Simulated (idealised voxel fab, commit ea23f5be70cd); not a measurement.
process module | voxel ribs on slabs
cross-section cut | 285 nm wide | cells 5 nm
A cross-section is a grid of square cells, given in bands from the top down. A band is one or more rows of cells.
Each band's line starts with the height of the band's top and of its bottom, in nm. Then come its materials from left to right, each with its width in nm. One material with "throughout" fills the band from edge to edge. "air" is empty space.
Height 0 is the level under which the wafer as received is all one material. The lowest band goes on downwards, as in "0 down".
A width such as "30 to 40" changes by the same amount from each row of cells to the next, from the band's top row to its bottom row.
"no change" after a step means that no cell of the cross-section changed.
closed voids: empty space of 8 cells or more with no open way to the top, each as width x height at its distance from the left edge, in nm
after a step's settings: what the simulator itself notes on the step
overlay nm, on a step with a mask: how far to the right of its planned place the mask lay; to the left if negative
plan
1 op RECEIVE | material Si
2 op DIRECTIONAL_DEP | material SiO2 | thk nm 30
3 op DIRECTIONAL_DEP | material SiN | thk nm 20
4 op MASKED_ETCH | tone cover | mask id RIB | width nm 25 | etch materials SiN | depth nm 15 | overlay nm 0
5 op PATTERN | tone cover | mask id SLAB | material resist | width nm 65 | thk nm 15 | overlay nm 0
6 op DIRECTIONAL_ETCH | etch materials SiN | depth nm 5
7 op STRIP | etch materials resist
8 op FILL_DEP | material SiO2 | thk nm 25
9 op CMP | height nm 70
10 op DIRECTIONAL_DEP | material TiN | thk nm 10
11 op DIRECTIONAL_DEP | material aC | thk nm 15
12 op PATTERN | tone cover | mask id HEATER | material resist | width nm 35 | thk nm 35 | overlay nm 0
13 op DIRECTIONAL_ETCH | etch materials aC | depth nm 15
14 op STRIP | etch materials resist
15 op DIRECTIONAL_ETCH | etch materials TiN | depth nm 10
16 op STRIP | etch materials aC
17 op CONFORMAL_DEP | material SiO2 | thk nm 5
as received, after step 1
  0 down: Si throughout
  closed voids: none
first wafer at the end, as planned
  85 to 80: air 120 | SiO2 45 | air 120
  80 to 75: air 120 | SiO2 5 | TiN 35 | SiO2 5 | air 120
  75 to 70: SiO2 125 | TiN 35 | SiO2 125
  70 to 50: SiO2 throughout
  50 to 35: SiO2 130 | SiN 25 | SiO2 130
  35 to 30: SiO2 110 | SiN 65 | SiO2 110
  30 to 0: SiO2 throughout
  0 down: Si throughout
  closed voids: none
second wafer at the end: like start, like plan, one mistake
  80 to 70: air 125 | TiN 35 | air 125
  70 to 50: SiO2 throughout
  50 to 35: SiO2 130 | SiN 25 | SiO2 130
  35 to 30: SiO2 110 | SiN 65 | SiO2 110
  30 to 0: SiO2 throughout
  0 down: Si throughout
  closed voids: none
what went wrong: step 17 was left out
at the end the second wafer has, in cells: 61 fewer of SiO2
